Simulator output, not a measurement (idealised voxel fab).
Documented hereafter: the process module known as voxel wiring stack.
The width of the displayed cross-section, cut, is 230 nm; its cells are square, with a size of 5 nm.
Throughout this document, each cross-section is represented as a grid of square cells and is presented as a sequence of bands enumerated from the top downward, where a band comprises one or more rows of cells.
Read a band's entry like this: the first values are the height of its top and the height of its bottom in nm, and what follows is the sequence of materials from left to right, each with its width in nm. Note that "blank" is empty space, and that a single material marked "full width" reaches across the band from edge to edge.
Counting heights begins at 0, where everything beneath is, in the wafer as received, one material. The lowest band has no bottom; it goes on downwards, as "0..down" shows.
It should be noted that a width expressed as "30..40" varies in equal increments from row to row of cells within the band, taking the value of the first number at the top row and that of the second number at the bottom row.
No cell of the cross-section changed in a step that is given as "nothing different".
Look at "Closed cavity list" for the closed voids: empty spaces with no open path to the top, sized 8 cells or up. Each is width x height at distance, distance from the left edge, all nm.
Note: text after step settings on the step line = simulator remark on that step.
On any step carrying a mask, the "overlay nm" setting, if present on the step's line, tells how far right of its planned place the mask lay; negative values point to the left.

## Set out below are the planned steps of the process
1) RECEIVE | material Si
2) CONFORMAL_DEP | material SiO2 | thk nm 10
3) DIRECTIONAL_DEP | material TiN | thk nm 5
4) DIRECTIONAL_DEP | material W | thk nm 15
5) MASKED_ETCH | tone cover | mask id METAL_1 | width nm 30 | pitch nm 60 | etch materials W | depth nm 15 | overlay nm 0
6) MASKED_ETCH | tone cover | mask id METAL_1 | width nm 30 | pitch nm 60 | etch materials TiN | depth nm 5 | overlay nm 0
7) FILL_DEP | material SiO2 | thk nm 5
8) CMP | height nm 30
9) CONFORMAL_DEP | material SiCN | thk nm 5
10) DIRECTIONAL_DEP | material SiO2 | thk nm 25
11) DIRECTIONAL_DEP | material aC | thk nm 10
12) PATTERN | tone open | mask id METAL_2_HOLES | material resist | width nm 15 | pitch nm 60 | thk nm 25 | overlay nm 0
13) DIRECTIONAL_ETCH | etch materials aC | depth nm 10
14) STRIP | etch materials resist
15) DIRECTIONAL_ETCH | etch materials SiO2 | depth nm 25
16) STRIP | etch materials aC
17) PATTERN | tone open | mask id METAL_2 | material resist | width nm 30 | pitch nm 60 | thk nm 20 | overlay nm 0
18) DIRECTIONAL_ETCH | etch materials SiO2 | depth nm 15
19) DIRECTIONAL_ETCH | etch materials SiCN | depth nm 5
20) STRIP | etch materials resist
21) CONFORMAL_DEP | material TiN | thk nm 5
22) FILL_DEP | material Cu | thk nm 5
23) CMP | height nm 60
24) CONFORMAL_DEP | material SiCN | thk nm 5

## Cross-section of the incoming wafer, state after step 1
    0..down: Si full width
    Closed cavity list: none

## Look at the cross-section after the module: the wafer started out the way shown above and the plan was the one shown above, yet one mistake was made along the way
    65..60: SiCN full width
    60..50: SiO2: 40 | TiN: 5 | Cu: 20 | TiN: 5 | SiO2: 30 | TiN: 5 | Cu: 20 | TiN: 5 | SiO2: 30 | TiN: 5 | Cu: 20 | TiN: 5 | SiO2: 40
    50..45: SiO2: 40 | TiN: 5 | Cu: 5 | TiN: 20 | SiO2: 30 | TiN: 5 | Cu: 5 | TiN: 20 | SiO2: 30 | TiN: 5 | Cu: 5 | TiN: 20 | SiO2: 40
    45..35: SiO2: 40 | TiN: 5 | Cu: 5 | TiN: 5 | SiO2: 45 | TiN: 5 | Cu: 5 | TiN: 5 | SiO2: 45 | TiN: 5 | Cu: 5 | TiN: 5 | SiO2: 55
    35..30: SiCN: 40 | TiN: 15 | SiCN: 45 | TiN: 15 | SiCN: 45 | TiN: 15 | SiCN: 55
    30..25: SiO2: 40 | TiN: 30 | SiO2: 30 | TiN: 30 | SiO2: 30 | TiN: 30 | SiO2: 40
    25..10: W full width
    10..0: SiO2 full width
    0..down: Si full width
    Closed cavity list: none
Nonconformance to the process plan: the executed order of steps 3 and 4 is the reverse of that specified in the plan, each step having taken the other's position
